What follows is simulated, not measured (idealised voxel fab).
The following is a process module called voxel plated lines.
The figure presents cross-section cut, which has a width of 260 nm and is divided into square cells with an edge length of 5 nm.
A cross-section in this document is a grid of square cells, and it is written down as bands, the top band listed before the ones below it; a band is made up of one or more rows of cells.
Heights first: top, then bottom, in nm. Then materials, left to right, each with a width in nm. "edge to edge" on a single material: fills the band edge to edge. "blank": empty space.
The level at which height equals 0 is the one under which the wafer, as it arrives, is entirely one material. No lower edge exists for the bottom band, which continues downward and is notated as in "0 nm and below".
Quick explanation for "30->40": the width changes in equal steps down the rows of cells, from the first number in the band's top row to the second number in its bottom row.
No cell of the cross-section changed in a step that is given as "remained unchanged".
Voids not open to the top, 8 cells minimum: see "Listed closed voids". Written width x height at distance; distance is from the left edge; nm.
It should be noted that, on the line of a given step, the content following the step's settings is a remark produced by the simulator itself with respect to that step.
Regarding "overlay nm": on a step with a mask, it is the distance the mask lay to the right of its planned place; a negative value places it to the left.

Process steps (planned)
- 1: RECEIVE (material Si)
- 2: CONFORMAL_DEP (material SiO2; thk nm 5)
- 3: DIRECTIONAL_DEP (material TiN; thk nm 5)
- 4: PATTERN (tone open; mask id LINES; material resist; width nm 30; pitch nm 50; thk nm 35; overlay nm 0)
- 5: EPI (material Ru; thk nm 5)
- 6: EPI (material Ru; thk nm 10)
- 7: EPI (material Ru; thk nm 5)
- 8: STRIP (etch materials resist)
- 9: DIRECTIONAL_ETCH (etch materials TiN; depth nm 5)
- 10: CONFORMAL_DEP (material SiO2; thk nm 10)

On the first of the two wafers: run conducted according to plan

Wafer as received: cross-section following step 1
> 0 nm and below: Si edge to edge
> Listed closed voids: none

Cross-section of the wafer subsequent to step 2
> 5 nm to 0 nm: SiO2 edge to edge
> Rest of section, below 0: as before.

Cross-section of the wafer subsequent to step 3
> 10 nm to 5 nm: TiN edge to edge
> Rest of section, below 5: as before.

Cross-section of the wafer subsequent to step 4
> 45 nm to 10 nm: resist=40; blank=30; resist=20; blank=30; resist=20; blank=30; resist=20; blank=30; resist=40
> Rest of section, below 10: as before.

Cross-section of the wafer subsequent to step 5
> 45 nm to 15 nm: resist=40; blank=30; resist=20; blank=30; resist=20; blank=30; resist=20; blank=30; resist=40
> 15 nm to 10 nm: resist=40; Ru=30; resist=20; Ru=30; resist=20; Ru=30; resist=20; Ru=30; resist=40
> Rest of section, below 10: as before.

Cross-section of the wafer subsequent to step 6
> 45 nm to 25 nm: resist=40; blank=30; resist=20; blank=30; resist=20; blank=30; resist=20; blank=30; resist=40
> 25 nm to 10 nm: resist=40; Ru=30; resist=20; Ru=30; resist=20; Ru=30; resist=20; Ru=30; resist=40
> Rest of section, below 10: as before.

Cross-section of the wafer subsequent to step 7
> 45 nm to 30 nm: resist=40; blank=30; resist=20; blank=30; resist=20; blank=30; resist=20; blank=30; resist=40
> 30 nm to 10 nm: resist=40; Ru=30; resist=20; Ru=30; resist=20; Ru=30; resist=20; Ru=30; resist=40
> Rest of section, below 10: as before.

Cross-section of the wafer subsequent to step 8
> 30 nm to 10 nm: blank=40; Ru=30; blank=20; Ru=30; blank=20; Ru=30; blank=20; Ru=30; blank=40
> Rest of section, below 10: as before.

Cross-section of the wafer subsequent to step 9
> 30 nm to 10 nm: blank=40; Ru=30; blank=20; Ru=30; blank=20; Ru=30; blank=20; Ru=30; blank=40
> 10 nm to 5 nm: blank=40; TiN=30; blank=20; TiN=30; blank=20; TiN=30; blank=20; TiN=30; blank=40
> Rest of section, below 5: as before.

Cross-section of the wafer subsequent to step 10
> 40 nm to 30 nm: blank=30; SiO2=200; blank=30
> 30 nm to 15 nm: blank=30; SiO2=10; Ru=30; SiO2=20; Ru=30; SiO2=20; Ru=30; SiO2=20; Ru=30; SiO2=10; blank=30
> 15 nm to 10 nm: SiO2=40; Ru=30; SiO2=20; Ru=30; SiO2=20; Ru=30; SiO2=20; Ru=30; SiO2=40
> 10 nm to 5 nm: SiO2=40; TiN=30; SiO2=20; TiN=30; SiO2=20; TiN=30; SiO2=20; TiN=30; SiO2=40
> Rest of section, below 5: as before.

Here the second wafer is described. Its start and its plan were those of the first wafer. Its run contained one mistake. Up to and including step 3, it did exactly what the first wafer did

At the planned end of step 4, the second wafer in cross-section
> 45 nm to 10 nm: resist=50; blank=30; resist=20; blank=30; resist=20; blank=30; resist=20; blank=30; resist=30
> Rest of section, below 10: as before.

At the planned end of step 5, the second wafer in cross-section
> 45 nm to 15 nm: resist=50; blank=30; resist=20; blank=30; resist=20; blank=30; resist=20; blank=30; resist=30
> 15 nm to 10 nm: resist=50; Ru=30; resist=20; Ru=30; resist=20; Ru=30; resist=20; Ru=30; resist=30
> Rest of section, below 10: as before.

At the planned end of step 6, the second wafer in cross-section
> 45 nm to 25 nm: resist=50; blank=30; resist=20; blank=30; resist=20; blank=30; resist=20; blank=30; resist=30
> 25 nm to 10 nm: resist=50; Ru=30; resist=20; Ru=30; resist=20; Ru=30; resist=20; Ru=30; resist=30
> Rest of section, below 10: as before.

At the planned end of step 7, the second wafer in cross-section
> 45 nm to 30 nm: resist=50; blank=30; resist=20; blank=30; resist=20; blank=30; resist=20; blank=30; resist=30
> 30 nm to 10 nm: resist=50; Ru=30; resist=20; Ru=30; resist=20; Ru=30; resist=20; Ru=30; resist=30
> Rest of section, below 10: as before.

At the planned end of step 8, the second wafer in cross-section
> 30 nm to 10 nm: blank=50; Ru=30; blank=20; Ru=30; blank=20; Ru=30; blank=20; Ru=30; blank=30
> Rest of section, below 10: as before.

At the planned end of step 9, the second wafer in cross-section
> 30 nm to 10 nm: blank=50; Ru=30; blank=20; Ru=30; blank=20; Ru=30; blank=20; Ru=30; blank=30
> 10 nm to 5 nm: blank=50; TiN=30; blank=20; TiN=30; blank=20; TiN=30; blank=20; TiN=30; blank=30
> Rest of section, below 5: as before.

At the planned end of step 10, the second wafer in cross-section
> 40 nm to 30 nm: blank=40; SiO2=200; blank=20
> 30 nm to 15 nm: blank=40; SiO2=10; Ru=30; SiO2=20; Ru=30; SiO2=20; Ru=30; SiO2=20; Ru=30; SiO2=10; blank=20
> 15 nm to 10 nm: SiO2=50; Ru=30; SiO2=20; Ru=30; SiO2=20; Ru=30; SiO2=20; Ru=30; SiO2=30
> 10 nm to 5 nm: SiO2=50; TiN=30; SiO2=20; TiN=30; SiO2=20; TiN=30; SiO2=20; TiN=30; SiO2=30
> Rest of section, below 5: as before.
Here's what went sideways: rather than as planned, step 4 actually ran as PATTERN (tone open; mask id LINES; material resist; width nm 30; pitch nm 50; thk nm 35; overlay nm 10)
End check, second vs first wafer: material counts in cells match, positions do not.
